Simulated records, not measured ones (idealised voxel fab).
Presented below is a process module, voxel ribs on slabs.
Shown is cross-section cut, with a width of 295 nm and square cells of size 5 nm.
A cross-section in this document is a grid of square cells, and it is written down as bands, the top band listed before the ones below it; a band is made up of one or more rows of cells. The band entry comprises the height of the band's top followed by the height of its bottom, expressed in nm, and subsequently the band's materials from left to right, each stated together with its width in nm. Where a single material is marked with the word "all across", that material fills the band from edge to edge. The word "empty" represents empty space. Zero point of the height axis is 0; under it, received wafer = one material. Lowest band: continues down indefinitely, "0 -> down". Per-row width for "30->40": begins at first number (top row of band), ends at second number (bottom row), increment between rows held constant. No cell of the cross-section changed in a step that is given as "nothing different". Under "Closed cavities" you'll find the enclosed gaps, the ones with no way out to the top, that are 8 cells or bigger; each reads width x height at distance, with distance counted from the left edge, everything in nm. Anything after a step's settings on that line? It's the simulator's own note about the step. The setting "overlay nm" may be written on the line of a step. When the step uses a mask, the value reports how far to the right of the planned place the mask lay, and a negative value reports that it lay to the left. From here on the document is pairs. In a pair, the cross-section before one process step comes with the cross-section after it, and the latter goes no deeper than the lowest band that changed. What lies in between, the step and its settings, is written under the pair. A pair may be from a different run of this module on the same starting wafer than the pair above it, so it continues from that pair only where its entry headed "Pre-step snapshot" says so.
**Pre-step snapshot**
	0 -> down = Si all across
	Closed cavities: none
**Post-Step Geometry**
	25 -> 0 = SiO2 all across
	Nothing below the height 0 has changed.
	Closed cavities: none
Operation between the pre and post cross-sections above: DIRECTIONAL_DEP with material SiO2, thk nm 25
Pre-step snapshot: This step starts from the configuration shown after the step in the pair immediately above.
**Post-Step Geometry**
	50 -> 25 = SiN all across
	Nothing below the height 25 has changed.
	Closed cavities: none
Operation between the pre and post cross-sections above: DIRECTIONAL_DEP with material SiN, thk nm 25
Pre-step snapshot: This step starts from the configuration shown after the step in the pair immediately above.
**Post-Step Geometry**
	70 -> 50 = 135 empty, then 25 resist, then 135 empty
	Nothing below the height 50 has changed.
	Closed cavities: none
Operation between the pre and post cross-sections above: PATTERN with tone cover, mask id RIB, material resist, width nm 25, thk nm 20, overlay nm 0
Pre-step snapshot: This step starts from the configuration shown after the step in the pair immediately above.
**Post-Step Geometry**
	70 -> 50 = 135 empty, then 25 resist, then 135 empty
	50 -> 35 = 135 empty, then 25 SiN, then 135 empty
	Nothing below the height 35 has changed.
	Closed cavities: none
Operation between the pre and post cross-sections above: DIRECTIONAL_ETCH with etch materials SiN, depth nm 15
Pre-step snapshot: This step starts from the configuration shown after the step in the pair immediately above.
**Post-Step Geometry**
	50 -> 35 = 135 empty, then 25 SiN, then 135 empty
	Nothing below the height 35 has changed.
	Closed cavities: none
Operation between the pre and post cross-sections above: STRIP with etch materials resist
Pre-step snapshot: This step starts from the configuration shown after the step in the pair immediately above.
**Post-Step Geometry**
	50 -> 35 = 135 empty, then 25 SiN, then 135 empty
	35 -> 25 = 105 empty, then 85 SiN, then 105 empty
	Nothing below the height 25 has changed.
	Closed cavities: none
Operation between the pre and post cross-sections above: MASKED_ETCH with tone cover, mask id SLAB, width nm 85, etch materials SiN, depth nm 10, overlay nm 0
Pre-step snapshot: This step starts from the configuration shown after the step in the pair immediately above.
**Post-Step Geometry**
	75 -> 50 = SiO2 all across
	50 -> 35 = 135 SiO2, then 25 SiN, then 135 SiO2
	35 -> 25 = 105 SiO2, then 85 SiN, then 105 SiO2
	Nothing below the height 25 has changed.
	Closed cavities: none
Operation between the pre and post cross-sections above: FILL_DEP with material SiO2, thk nm 25
Pre-step snapshot: This step starts from the configuration shown after the step in the pair immediately above.
**Post-Step Geometry**
	65 -> 50 = SiO2 all across
	Nothing below the height 50 has changed.
	Closed cavities: none
Operation between the pre and post cross-sections above: CMP with height nm 65
Pre-step snapshot: This step starts from the configuration shown after the step in the pair immediately above.
**Post-Step Geometry**
	70 -> 65 = TiN all across
	Nothing below the height 65 has changed.
	Closed cavities: none
Operation between the pre and post cross-sections above: DIRECTIONAL_DEP with material TiN, thk nm 5
Pre-step snapshot: This step starts from the configuration shown after the step in the pair immediately above.
**Post-Step Geometry**
	85 -> 70 = 130 empty, then 35 resist, then 130 empty
	Nothing below the height 70 has changed.
	Closed cavities: none
Operation between the pre and post cross-sections above: PATTERN with tone cover, mask id HEATER, material resist, width nm 35, thk nm 15, overlay nm 0
Pre-step snapshot: This step starts from the configuration shown after the step in the pair immediately above.
**Post-Step Geometry**
	85 -> 70 = 130 empty, then 35 resist, then 130 empty
	70 -> 65 = 130 empty, then 35 TiN, then 130 empty
	Nothing below the height 65 has changed.
	Closed cavities: none
Operation between the pre and post cross-sections above: DIRECTIONAL_ETCH with etch materials TiN, depth nm 5
Pre-step snapshot: This step starts from the configuration shown after the step in the pair immediately above.
**Post-Step Geometry**
	70 -> 65 = 130 empty, then 35 TiN, then 130 empty
	Nothing below the height 65 has changed.
	Closed cavities: none
Operation between the pre and post cross-sections above: STRIP with etch materials resist
Pre-step snapshot: This step starts from the configuration shown after the step in the pair immediately above.
**Post-Step Geometry**
	75 -> 70 = 125 empty, then 45 SiN, then 125 empty
	70 -> 65 = 130 SiN, then 35 TiN, then 130 SiN
	Nothing below the height 65 has changed.
	Closed cavities: none
Operation between the pre and post cross-sections above: CONFORMAL_DEP with material SiN, thk nm 5
**Pre-step snapshot**
	25 -> 0 = SiO2 all across
	0 -> down = Si all across
	Closed cavities: none
**Post-Step Geometry**
	50 -> 0 = SiO2 all across
	Nothing below the height 0 has changed.
	Closed cavities: none
Operation between the pre and post cross-sections above: DIRECTIONAL_DEP with material SiO2, thk nm 25
Pre-step snapshot: This step starts from the configuration shown after the step in the pair immediately above.
**Post-Step Geometry**
	75 -> 50 = SiN all across
	Nothing below the height 50 has changed.
	Closed cavities: none
Operation between the pre and post cross-sections above: DIRECTIONAL_DEP with material SiN, thk nm 25
Pre-step snapshot: This step starts from the configuration shown after the step in the pair immediately above.
**Post-Step Geometry**
	95 -> 75 = 135 empty, then 25 resist, then 135 empty
	Nothing below the height 75 has changed.
	Closed cavities: none
Operation between the pre and post cross-sections above: PATTERN with tone cover, mask id RIB, material resist, width nm 25, thk nm 20, overlay nm 0
Pre-step snapshot: This step starts from the configuration shown after the step in the pair immediately above.
**Post-Step Geometry**
	95 -> 75 = 135 empty, then 25 resist, then 135 empty
	75 -> 60 = 135 empty, then 25 SiN, then 135 empty
	Nothing below the height 60 has changed.
	Closed cavities: none
Operation between the pre and post cross-sections above: DIRECTIONAL_ETCH with etch materials SiN, depth nm 15
Pre-step snapshot: This step starts from the configuration shown after the step in the pair immediately above.
**Post-Step Geometry**
	75 -> 60 = 135 empty, then 25 SiN, then 135 empty
	Nothing below the height 60 has changed.
	Closed cavities: none
Operation between the pre and post cross-sections above: STRIP with etch materials resist
Pre-step snapshot: This step starts from the configuration shown after the step in the pair immediately above.
**Post-Step Geometry**
	75 -> 60 = 135 empty, then 25 SiN, then 135 empty
	60 -> 50 = 105 empty, then 85 SiN, then 105 empty
	Nothing below the height 50 has changed.
	Closed cavities: none
Operation between the pre and post cross-sections above: MASKED_ETCH with tone cover, mask id SLAB, width nm 85, etch materials SiN, depth nm 10, overlay nm 0
Pre-step snapshot: This step starts from the configuration shown after the step in the pair immediately above.
**Post-Step Geometry**
	100 -> 75 = SiO2 all across
	75 -> 60 = 135 SiO2, then 25 SiN, then 135 SiO2
	60 -> 50 = 105 SiO2, then 85 SiN, then 105 SiO2
	Nothing below the height 50 has changed.
	Closed cavities: none
Operation between the pre and post cross-sections above: FILL_DEP with material SiO2, thk nm 25
Pre-step snapshot: This step starts from the configuration shown after the step in the pair immediately above.
**Post-Step Geometry**
	65 -> 60 = 135 SiO2, then 25 SiN, then 135 SiO2
	Nothing below the height 60 has changed.
	Closed cavities: none
Operation between the pre and post cross-sections above: CMP with height nm 65
Pre-step snapshot: This step starts from the configuration shown after the step in the pair immediately above.
**Post-Step Geometry**
	70 -> 65 = TiN all across
	Nothing below the height 65 has changed.
	Closed cavities: none
Operation between the pre and post cross-sections above: DIRECTIONAL_DEP with material TiN, thk nm 5
Pre-step snapshot: This step starts from the configuration shown after the step in the pair immediately above.
**Post-Step Geometry**
	85 -> 70 = 130 empty, then 35 resist, then 130 empty
	Nothing below the height 70 has changed.
	Closed cavities: none
Operation between the pre and post cross-sections above: PATTERN with tone cover, mask id HEATER, material resist, width nm 35, thk nm 15, overlay nm 0
Pre-step snapshot: This step starts from the configuration shown after the step in the pair immediately above.
**Post-Step Geometry**
	85 -> 70 = 130 empty, then 35 resist, then 130 empty
	70 -> 65 = 130 empty, then 35 TiN, then 130 empty
	Nothing below the height 65 has changed.
	Closed cavities: none
Operation between the pre and post cross-sections above: DIRECTIONAL_ETCH with etch materials TiN, depth nm 5
Pre-step snapshot: This step starts from the configuration shown after the step in the pair immediately above.
**Post-Step Geometry**
	70 -> 65 = 130 empty, then 35 TiN, then 130 empty
	Nothing below the height 65 has changed.
	Closed cavities: none
Operation between the pre and post cross-sections above: STRIP with etch materials resist
Pre-step snapshot: This step starts from the configuration shown after the step in the pair immediately above.
**Post-Step Geometry**
	75 -> 70 = 125 empty, then 45 SiN, then 125 empty
	70 -> 65 = 130 SiN, then 35 TiN, then 130 SiN
	Nothing below the height 65 has changed.
	Closed cavities: none
Operation between the pre and post cross-sections above: CONFORMAL_DEP with material SiN, thk nm 5
**Pre-step snapshot**
	0 -> down = Si all across
	Closed cavities: none
**Post-Step Geometry**
	25 -> 0 = SiN all across
	Nothing below the height 0 has changed.
	Closed cavities: none
Operation between the pre and post cross-sections above: DIRECTIONAL_DEP with material SiN, thk nm 25
Pre-step snapshot: This step starts from the configuration shown after the step in the pair immediately above.
**Post-Step Geometry**
	50 -> 25 = SiO2 all across
	Nothing below the height 25 has changed.
	Closed cavities: none
Operation between the pre and post cross-sections above: DIRECTIONAL_DEP with material SiO2, thk nm 25
Pre-step snapshot: This step starts from the configuration shown after the step in the pair immediately above.
**Post-Step Geometry**
	70 -> 50 = 135 empty, then 25 resist, then 135 empty
	Nothing below the height 50 has changed.
	Closed cavities: none
Operation between the pre and post cross-sections above: PATTERN with tone cover, mask id RIB, material resist, width nm 25, thk nm 20, overlay nm 0
Pre-step snapshot: This step starts from the configuration shown after the step in the pair immediately above.
**Post-Step Geometry**
	50 -> 25 = SiO2 all across
	Nothing below the height 25 has changed.
	Closed cavities: none
Operation between the pre and post cross-sections above: STRIP with etch materials resist
Pre-step snapshot: This step starts from the configuration shown after the step in the pair immediately above.
**Post-Step Geometry**
	75 -> 25 = SiO2 all across
	Nothing below the height 25 has changed.
	Closed cavities: none
Operation between the pre and post cross-sections above: FILL_DEP with material SiO2, thk nm 25
Pre-step snapshot: This step starts from the configuration shown after the step in the pair immediately above.
**Post-Step Geometry**
	65 -> 25 = SiO2 all across
	Nothing below the height 25 has changed.
	Closed cavities: none
Operation between the pre and post cross-sections above: CMP with height nm 65
Pre-step snapshot: This step starts from the configuration shown after the step in the pair immediately above.
**Post-Step Geometry**
	70 -> 65 = TiN all across
	Nothing below the height 65 has changed.
	Closed cavities: none
Operation between the pre and post cross-sections above: DIRECTIONAL_DEP with material TiN, thk nm 5
Pre-step snapshot: This step starts from the configuration shown after the step in the pair immediately above.
**Post-Step Geometry**
	85 -> 70 = 130 empty, then 35 resist, then 130 empty
	Nothing below the height 70 has changed.
	Closed cavities: none
Operation between the pre and post cross-sections above: PATTERN with tone cover, mask id HEATER, material resist, width nm 35, thk nm 15, overlay nm 0
Pre-step snapshot: This step starts from the configuration shown after the step in the pair immediately above.
**Post-Step Geometry**
	85 -> 70 = 130 empty, then 35 resist, then 130 empty
	70 -> 65 = 130 empty, then 35 TiN, then 130 empty
	Nothing below the height 65 has changed.
	Closed cavities: none
Operation between the pre and post cross-sections above: DIRECTIONAL_ETCH with etch materials TiN, depth nm 5
Pre-step snapshot: This step starts from the configuration shown after the step in the pair immediately above.
**Post-Step Geometry**
	70 -> 65 = 130 empty, then 35 TiN, then 130 empty
	Nothing below the height 65 has changed.
	Closed cavities: none
Operation between the pre and post cross-sections above: STRIP with etch materials resist
Pre-step snapshot: This step starts from the configuration shown after the step in the pair immediately above.
**Post-Step Geometry**
	75 -> 70 = 125 empty, then 45 SiN, then 125 empty
	70 -> 65 = 130 SiN, then 35 TiN, then 130 SiN
	Nothing below the height 65 has changed.
	Closed cavities: none
Operation between the pre and post cross-sections above: CONFORMAL_DEP with material SiN, thk nm 5
**Pre-step snapshot**
	75 -> 50 = SiO2 all across
	50 -> 35 = 135 SiO2, then 25 SiN, then 135 SiO2
	35 -> 25 = 105 SiO2, then 85 SiN, then 105 SiO2
	25 -> 0 = SiO2 all across
	0 -> down = Si all across
	Closed cavities: none
**Post-Step Geometry**
	70 -> 50 = SiO2 all across
	Nothing below the height 50 has changed.
	Closed cavities: none
Operation between the pre and post cross-sections above: CMP with height nm 70
Pre-step snapshot: This step starts from the configuration shown after the step in the pair immediately above.
**Post-Step Geometry**
	75 -> 70 = TiN all across
	Nothing below the height 70 has changed.
	Closed cavities: none
Operation between the pre and post cross-sections above: DIRECTIONAL_DEP with material TiN, thk nm 5
Pre-step snapshot: This step starts from the configuration shown after the step in the pair immediately above.
**Post-Step Geometry**
	90 -> 75 = 130 empty, then 35 resist, then 130 empty
	Nothing below the height 75 has changed.
	Closed cavities: none
Operation between the pre and post cross-sections above: PATTERN with tone cover, mask id HEATER, material resist, width nm 35, thk nm 15, overlay nm 0
Pre-step snapshot: This step starts from the configuration shown after the step in the pair immediately above.
**Post-Step Geometry**
	90 -> 75 = 130 empty, then 35 resist, then 130 empty
	75 -> 70 = 130 empty, then 35 TiN, then 130 empty
	Nothing below the height 70 has changed.
	Closed cavities: none
Operation between the pre and post cross-sections above: DIRECTIONAL_ETCH with etch materials TiN, depth nm 5
Pre-step snapshot: This step starts from the configuration shown after the step in the pair immediately above.
**Post-Step Geometry**
	75 -> 70 = 130 empty, then 35 TiN, then 130 empty
	Nothing below the height 70 has changed.
	Closed cavities: none
Operation between the pre and post cross-sections above: STRIP with etch materials resist
Pre-step snapshot: This step starts from the configuration shown after the step in the pair immediately above.
**Post-Step Geometry**
	80 -> 75 = 125 empty, then 45 SiN, then 125 empty
	75 -> 70 = 130 SiN, then 35 TiN, then 130 SiN
	Nothing below the height 70 has changed.
	Closed cavities: none
Operation between the pre and post cross-sections above: CONFORMAL_DEP with material SiN, thk nm 5
**Pre-step snapshot**
	50 -> 35 = 135 empty, then 25 SiN, then 135 empty
	35 -> 25 = SiN all across
	25 -> 0 = SiO2 all across
	0 -> down = Si all across
	Closed cavities: none
**Post-Step Geometry**
	50 -> 35 = 135 empty, then 25 SiN, then 135 empty
	35 -> 25 = 105 empty, then 90 SiN, then 100 empty
	Nothing below the height 25 has changed.
	Closed cavities: none
Operation between the pre and post cross-sections above: MASKED_ETCH with tone cover, mask id SLAB, width nm 90, etch materials SiN, depth nm 10, overlay nm 0
Pre-step snapshot: This step starts from the configuration shown after the step in the pair immediately above.
**Post-Step Geometry**
	75 -> 50 = SiO2 all across
	50 -> 35 = 135 SiO2, then 25 SiN, then 135 SiO2
	35 -> 25 = 105 SiO2, then 90 SiN, then 100 SiO2
	Nothing below the height 25 has changed.
	Closed cavities: none
Operation between the pre and post cross-sections above: FILL_DEP with material SiO2, thk nm 25
Pre-step snapshot: This step starts from the configuration shown after the step in the pair immediately above.
**Post-Step Geometry**
	65 -> 50 = SiO2 all across
	Nothing below the height 50 has changed.
	Closed cavities: none
Operation between the pre and post cross-sections above: CMP with height nm 65
Pre-step snapshot: This step starts from the configuration shown after the step in the pair immediately above.
**Post-Step Geometry**
	70 -> 65 = TiN all across
	Nothing below the height 65 has changed.
	Closed cavities: none
Operation between the pre and post cross-sections above: DIRECTIONAL_DEP with material TiN, thk nm 5
Pre-step snapshot: This step starts from the configuration shown after the step in the pair immediately above.
**Post-Step Geometry**
	85 -> 70 = 130 empty, then 35 resist, then 130 empty
	Nothing below the height 70 has changed.
	Closed cavities: none
Operation between the pre and post cross-sections above: PATTERN with tone cover, mask id HEATER, material resist, width nm 35, thk nm 15, overlay nm 0
Pre-step snapshot: This step starts from the configuration shown after the step in the pair immediately above.
**Post-Step Geometry**
	85 -> 70 = 130 empty, then 35 resist, then 130 empty
	70 -> 65 = 130 empty, then 35 TiN, then 130 empty
	Nothing below the height 65 has changed.
	Closed cavities: none
Operation between the pre and post cross-sections above: DIRECTIONAL_ETCH with etch materials TiN, depth nm 5
Pre-step snapshot: This step starts from the configuration shown after the step in the pair immediately above.
**Post-Step Geometry**
	70 -> 65 = 130 empty, then 35 TiN, then 130 empty
	Nothing below the height 65 has changed.
	Closed cavities: none
Operation between the pre and post cross-sections above: STRIP with etch materials resist
Pre-step snapshot: This step starts from the configuration shown after the step in the pair immediately above.
**Post-Step Geometry**
	75 -> 70 = 125 empty, then 45 SiN, then 125 empty
	70 -> 65 = 130 SiN, then 35 TiN, then 130 SiN
	Nothing below the height 65 has changed.
	Closed cavities: none
Operation between the pre and post cross-sections above: CONFORMAL_DEP with material SiN, thk nm 5
**Pre-step snapshot**
	50 -> 25 = SiN all across
	25 -> 0 = SiO2 all across
	0 -> down = Si all across
	Closed cavities: none
**Post-Step Geometry**
	70 -> 50 = 140 empty, then 25 resist, then 130 empty
	Nothing below the height 50 has changed.
	Closed cavities: none
Operation between the pre and post cross-sections above: PATTERN with tone cover, mask id RIB, material resist, width nm 25, thk nm 20, overlay nm 5
Pre-step snapshot: This step starts from the configuration shown after the step in the pair immediately above.
**Post-Step Geometry**
	70 -> 50 = 140 empty, then 25 resist, then 130 empty
	50 -> 35 = 140 empty, then 25 SiN, then 130 empty
	Nothing below the height 35 has changed.
	Closed cavities: none
Operation between the pre and post cross-sections above: DIRECTIONAL_ETCH with etch materials SiN, depth nm 15
Pre-step snapshot: This step starts from the configuration shown after the step in the pair immediately above.
**Post-Step Geometry**
	50 -> 35 = 140 empty, then 25 SiN, then 130 empty
	Nothing below the height 35 has changed.
	Closed cavities: none
Operation between the pre and post cross-sections above: STRIP with etch materials resist
Pre-step snapshot: This step starts from the configuration shown after the step in the pair immediately above.
**Post-Step Geometry**
	50 -> 35 = 140 empty, then 25 SiN, then 130 empty
	35 -> 25 = 105 empty, then 85 SiN, then 105 empty
	Nothing below the height 25 has changed.
	Closed cavities: none
Operation between the pre and post cross-sections above: MASKED_ETCH with tone cover, mask id SLAB, width nm 85, etch materials SiN, depth nm 10, overlay nm 0
Pre-step snapshot: This step starts from the configuration shown after the step in the pair immediately above.
**Post-Step Geometry**
	75 -> 50 = SiO2 all across
	50 -> 35 = 140 SiO2, then 25 SiN, then 130 SiO2
	35 -> 25 = 105 SiO2, then 85 SiN, then 105 SiO2
	Nothing below the height 25 has changed.
	Closed cavities: none
Operation between the pre and post cross-sections above: FILL_DEP with material SiO2, thk nm 25
Pre-step snapshot: This step starts from the configuration shown after the step in the pair immediately above.
**Post-Step Geometry**
	65 -> 50 = SiO2 all across
	Nothing below the height 50 has changed.
	Closed cavities: none
Operation between the pre and post cross-sections above: CMP with height nm 65
Pre-step snapshot: This step starts from the configuration shown after the step in the pair immediately above.
**Post-Step Geometry**
	70 -> 65 = TiN all across
	Nothing below the height 65 has changed.
	Closed cavities: none
Operation between the pre and post cross-sections above: DIRECTIONAL_DEP with material TiN, thk nm 5
Pre-step snapshot: This step starts from the configuration shown after the step in the pair immediately above.
**Post-Step Geometry**
	85 -> 70 = 130 empty, then 35 resist, then 130 empty
	Nothing below the height 70 has changed.
	Closed cavities: none
Operation between the pre and post cross-sections above: PATTERN with tone cover, mask id HEATER, material resist, width nm 35, thk nm 15, overlay nm 0
Pre-step snapshot: This step starts from the configuration shown after the step in the pair immediately above.
**Post-Step Geometry**
	85 -> 70 = 130 empty, then 35 resist, then 130 empty
	70 -> 65 = 130 empty, then 35 TiN, then 130 empty
	Nothing below the height 65 has changed.
	Closed cavities: none
Operation between the pre and post cross-sections above: DIRECTIONAL_ETCH with etch materials TiN, depth nm 5
Pre-step snapshot: This step starts from the configuration shown after the step in the pair immediately above.
**Post-Step Geometry**
	70 -> 65 = 130 empty, then 35 TiN, then 130 empty
	Nothing below the height 65 has changed.
	Closed cavities: none
Operation between the pre and post cross-sections above: STRIP with etch materials resist
Pre-step snapshot: This step starts from the configuration shown after the step in the pair immediately above.
**Post-Step Geometry**
	75 -> 70 = 125 empty, then 45 SiN, then 125 empty
	70 -> 65 = 130 SiN, then 35 TiN, then 130 SiN
	Nothing below the height 65 has changed.
	Closed cavities: none
Operation between the pre and post cross-sections above: CONFORMAL_DEP with material SiN, thk nm 5
**Pre-step snapshot**
	25 -> 0 = SiN all across
	0 -> down = Si all across
	Closed cavities: none
**Post-Step Geometry**
	50 -> 0 = SiN all across
	Nothing below the height 0 has changed.
	Closed cavities: none
Operation between the pre and post cross-sections above: DIRECTIONAL_DEP with material SiN, thk nm 25
Pre-step snapshot: This step starts from the configuration shown after the step in the pair immediately above.
**Post-Step Geometry**
	70 -> 50 = 135 empty, then 25 resist, then 135 empty
	Nothing below the height 50 has changed.
	Closed cavities: none
Operation between the pre and post cross-sections above: PATTERN with tone cover, mask id RIB, material resist, width nm 25, thk nm 20, overlay nm 0
Pre-step snapshot: This step starts from the configuration shown after the step in the pair immediately above.
**Post-Step Geometry**
	70 -> 50 = 135 empty, then 25 resist, then 135 empty
	50 -> 35 = 135 empty, then 25 SiN, then 135 empty
	Nothing below the height 35 has changed.
	Closed cavities: none
Operation between the pre and post cross-sections above: DIRECTIONAL_ETCH with etch materials SiN, depth nm 15
Pre-step snapshot: This step starts from the configuration shown after the step in the pair immediately above.
**Post-Step Geometry**
	50 -> 35 = 135 empty, then 25 SiN, then 135 empty
	Nothing below the height 35 has changed.
	Closed cavities: none
Operation between the pre and post cross-sections above: STRIP with etch materials resist
Pre-step snapshot: This step starts from the configuration shown after the step in the pair immediately above.
**Post-Step Geometry**
	50 -> 35 = 135 empty, then 25 SiN, then 135 empty
	35 -> 25 = 105 empty, then 85 SiN, then 105 empty
	Nothing below the height 25 has changed.
	Closed cavities: none
Operation between the pre and post cross-sections above: MASKED_ETCH with tone cover, mask id SLAB, width nm 85, etch materials SiN, depth nm 10, overlay nm 0
Pre-step snapshot: This step starts from the configuration shown after the step in the pair immediately above.
**Post-Step Geometry**
	75 -> 50 = SiO2 all across
	50 -> 35 = 135 SiO2, then 25 SiN, then 135 SiO2
	35 -> 25 = 105 SiO2, then 85 SiN, then 105 SiO2
	Nothing below the height 25 has changed.
	Closed cavities: none
Operation between the pre and post cross-sections above: FILL_DEP with material SiO2, thk nm 25
Pre-step snapshot: This step starts from the configuration shown after the step in the pair immediately above.
**Post-Step Geometry**
	65 -> 50 = SiO2 all across
	Nothing below the height 50 has changed.
	Closed cavities: none
Operation between the pre and post cross-sections above: CMP with height nm 65
Pre-step snapshot: This step starts from the configuration shown after the step in the pair immediately above.
**Post-Step Geometry**
	70 -> 65 = TiN all across
	Nothing below the height 65 has changed.
	Closed cavities: none
Operation between the pre and post cross-sections above: DIRECTIONAL_DEP with material TiN, thk nm 5
Pre-step snapshot: This step starts from the configuration shown after the step in the pair immediately above.
**Post-Step Geometry**
	85 -> 70 = 130 empty, then 35 resist, then 130 empty
	Nothing below the height 70 has changed.
	Closed cavities: none
Operation between the pre and post cross-sections above: PATTERN with tone cover, mask id HEATER, material resist, width nm 35, thk nm 15, overlay nm 0
Pre-step snapshot: This step starts from the configuration shown after the step in the pair immediately above.
**Post-Step Geometry**
	85 -> 70 = 130 empty, then 35 resist, then 130 empty
	70 -> 65 = 130 empty, then 35 TiN, then 130 empty
	Nothing below the height 65 has changed.
	Closed cavities: none
Operation between the pre and post cross-sections above: DIRECTIONAL_ETCH with etch materials TiN, depth nm 5
Pre-step snapshot: This step starts from the configuration shown after the step in the pair immediately above.
**Post-Step Geometry**
	70 -> 65 = 130 empty, then 35 TiN, then 130 empty
	Nothing below the height 65 has changed.
	Closed cavities: none
Operation between the pre and post cross-sections above: STRIP with etch materials resist
Pre-step snapshot: This step starts from the configuration shown after the step in the pair immediately above.
**Post-Step Geometry**
	75 -> 70 = 125 empty, then 45 SiN, then 125 empty
	70 -> 65 = 130 SiN, then 35 TiN, then 130 SiN
	Nothing below the height 65 has changed.
	Closed cavities: none
Operation between the pre and post cross-sections above: CONFORMAL_DEP with material SiN, thk nm 5
**Pre-step snapshot**
	50 -> 35 = 135 empty, then 25 SiN, then 135 empty
	35 -> 25 = SiN all across
	25 -> 0 = SiO2 all across
	0 -> down = Si all across
	Closed cavities: none
**Post-Step Geometry**
	40 -> 35 = 135 empty, then 25 SiN, then 135 empty
	35 -> 25 = 105 SiN, then 30 empty, then 25 SiN, then 30 empty, then 105 SiN
	Nothing below the height 25 has changed.
	Closed cavities: none
Operation between the pre and post cross-sections above: MASKED_ETCH with tone open, mask id SLAB, width nm 85, etch materials SiN, depth nm 10, overlay nm 0
Pre-step snapshot: This step starts from the configuration shown after the step in the pair immediately above.
**Post-Step Geometry**
	65 -> 40 = SiO2 all across
	40 -> 35 = 135 SiO2, then 25 SiN, then 135 SiO2
	35 -> 25 = 105 SiN, then 30 SiO2, then 25 SiN, then 30 SiO2, then 105 SiN
	Nothing below the height 25 has changed.
	Closed cavities: none
Operation between the pre and post cross-sections above: FILL_DEP with material SiO2, thk nm 25
Pre-step snapshot: This step starts from the configuration shown after the step in the pair immediately above.
**Post-Step Geometry**
	70 -> 65 = TiN all across
	Nothing below the height 65 has changed.
	Closed cavities: none
Operation between the pre and post cross-sections above: DIRECTIONAL_DEP with material TiN, thk nm 5
Pre-step snapshot: This step starts from the configuration shown after the step in the pair immediately above.
**Post-Step Geometry**
	85 -> 70 = 130 empty, then 35 resist, then 130 empty
	Nothing below the height 70 has changed.
	Closed cavities: none
Operation between the pre and post cross-sections above: PATTERN with tone cover, mask id HEATER, material resist, width nm 35, thk nm 15, overlay nm 0
Pre-step snapshot: This step starts from the configuration shown after the step in the pair immediately above.
**Post-Step Geometry**
	85 -> 70 = 130 empty, then 35 resist, then 130 empty
	70 -> 65 = 130 empty, then 35 TiN, then 130 empty
	Nothing below the height 65 has changed.
	Closed cavities: none
Operation between the pre and post cross-sections above: DIRECTIONAL_ETCH with etch materials TiN, depth nm 5
Pre-step snapshot: This step starts from the configuration shown after the step in the pair immediately above.
**Post-Step Geometry**
	70 -> 65 = 130 empty, then 35 TiN, then 130 empty
	Nothing below the height 65 has changed.
	Closed cavities: none
Operation between the pre and post cross-sections above: STRIP with etch materials resist
Pre-step snapshot: This step starts from the configuration shown after the step in the pair immediately above.
**Post-Step Geometry**
	75 -> 70 = 125 empty, then 45 SiN, then 125 empty
	70 -> 65 = 130 SiN, then 35 TiN, then 130 SiN
	Nothing below the height 65 has changed.
	Closed cavities: none
Operation between the pre and post cross-sections above: CONFORMAL_DEP with material SiN, thk nm 5
